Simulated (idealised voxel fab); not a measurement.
You're looking at the process module voxel wiring stack.
Section cut is 280 nm wide and gridded with 5 nm square cells.
Cross-section layout: square cells on a grid; listed as bands, top to bottom; a band spans one or more cell rows. The band entry comprises the height of the band's top followed by the height of its bottom, expressed in nm, and subsequently the band's materials from left to right, each stated together with its width in nm. Where a single material is marked with the word "throughout", that material fills the band from edge to edge. The word "blank" represents empty space. The reference from which all heights are counted is 0, the level beneath which the as-received wafer is entirely one material; the lowest band, having no lower bound, proceeds downward and is written after the example "top 0, no bottom". You'd read "30..40" like this: the band's top row of cells is as wide as the first number, its bottom row is as wide as the second, and going down, every row changes width by the same amount as the row before did. When a step is marked "nothing altered", none of the cells in the cross-section changed during that step. In "Closed void list" the enclosed voids are listed, meaning empty spaces of 8 cells or larger without any opening to the top. The form is width x height at distance, distance from the left edge, units nm. Past the settings on a step's line: simulator remark, on that step. "overlay nm" on a masked step: distance the mask lay right of its planned place, negative for left.

Here's what the planned process steps look like
1: RECEIVE with material Si
2: CONFORMAL_DEP with material SiO2, thk nm 10
3: DIRECTIONAL_DEP with material TiN, thk nm 5
4: DIRECTIONAL_DEP with material Ru, thk nm 20
5: PATTERN with tone cover, mask id METAL_1, material resist, width nm 20, pitch nm 40, thk nm 20, overlay nm 0
6: DIRECTIONAL_ETCH with etch materials Ru, depth nm 20
7: DIRECTIONAL_ETCH with etch materials TiN, depth nm 5
8: STRIP with etch materials resist
9: FILL_DEP with material SiO2, thk nm 10
10: CMP with height nm 35
11: CONFORMAL_DEP with material SiCN, thk nm 5
12: DIRECTIONAL_DEP with material lowk, thk nm 10
13: MASKED_ETCH with tone open, mask id PLUG_1, width nm 15, etch materials lowk, depth nm 10, overlay nm 0
14: MASKED_ETCH with tone open, mask id PLUG_1, width nm 15, etch materials SiCN, depth nm 5, overlay nm 0
15: CONFORMAL_DEP with material TiN, thk nm 5
16: FILL_DEP with material Ru, thk nm 10
17: CMP with height nm 50
18: CONFORMAL_DEP with material SiCN, thk nm 5
19: DIRECTIONAL_DEP with material SiO2, thk nm 15
20: MASKED_ETCH with tone open, mask id METAL_2, width nm 20, pitch nm 40, etch materials SiO2, depth nm 15, overlay nm 0
21: MASKED_ETCH with tone open, mask id METAL_2, width nm 20, pitch nm 40, etch materials SiCN, depth nm 5, overlay nm 0
22: CONFORMAL_DEP with material TiN, thk nm 5
23: FILL_DEP with material Ru, thk nm 10
24: CMP with height nm 70
25: EPI with material Ru, thk nm 5
26: FILL_DEP with material SiCN, thk nm 5

Cross-section, incoming material, after step 1
  top 0, no bottom | Si throughout
  Closed void list: none

One mistake in running the module, otherwise start and plan as above: cross-section at the end
  top 80, bottom 75 | SiCN throughout
  top 75, bottom 70 | Ru 115 nm; SiCN 10 nm; Ru 30 nm; SiCN 10 nm; Ru 115 nm
  top 70, bottom 60 | Ru 105 nm; TiN 5 nm; SiO2 20 nm; TiN 5 nm; Ru 10 nm; TiN 5 nm; SiO2 20 nm; TiN 5 nm; Ru 105 nm
  top 60, bottom 55 | TiN 110 nm; SiO2 20 nm; TiN 20 nm; SiO2 20 nm; TiN 110 nm
  top 55, bottom 50 | SiCN throughout
  top 50, bottom 40 | lowk 110 nm; TiN 5 nm; Ru 5 nm; TiN 5 nm; lowk 155 nm
  top 40, bottom 35 | SiCN 110 nm; TiN 15 nm; SiCN 155 nm
  top 35, bottom 15 | SiO2 110 nm; Ru 20 nm; SiO2 20 nm; Ru 20 nm; SiO2 110 nm
  top 15, bottom 10 | SiO2 110 nm; TiN 20 nm; SiO2 20 nm; TiN 20 nm; SiO2 110 nm
  top 10, bottom 0 | SiO2 throughout
  top 0, no bottom | Si throughout
  Closed void list: none
Processing error: heads up, step 20 didn't go per plan, it actually ran as MASKED_ETCH with tone cover, mask id METAL_2, width nm 20, pitch nm 40, etch materials SiO2, depth nm 15, overlay nm 0
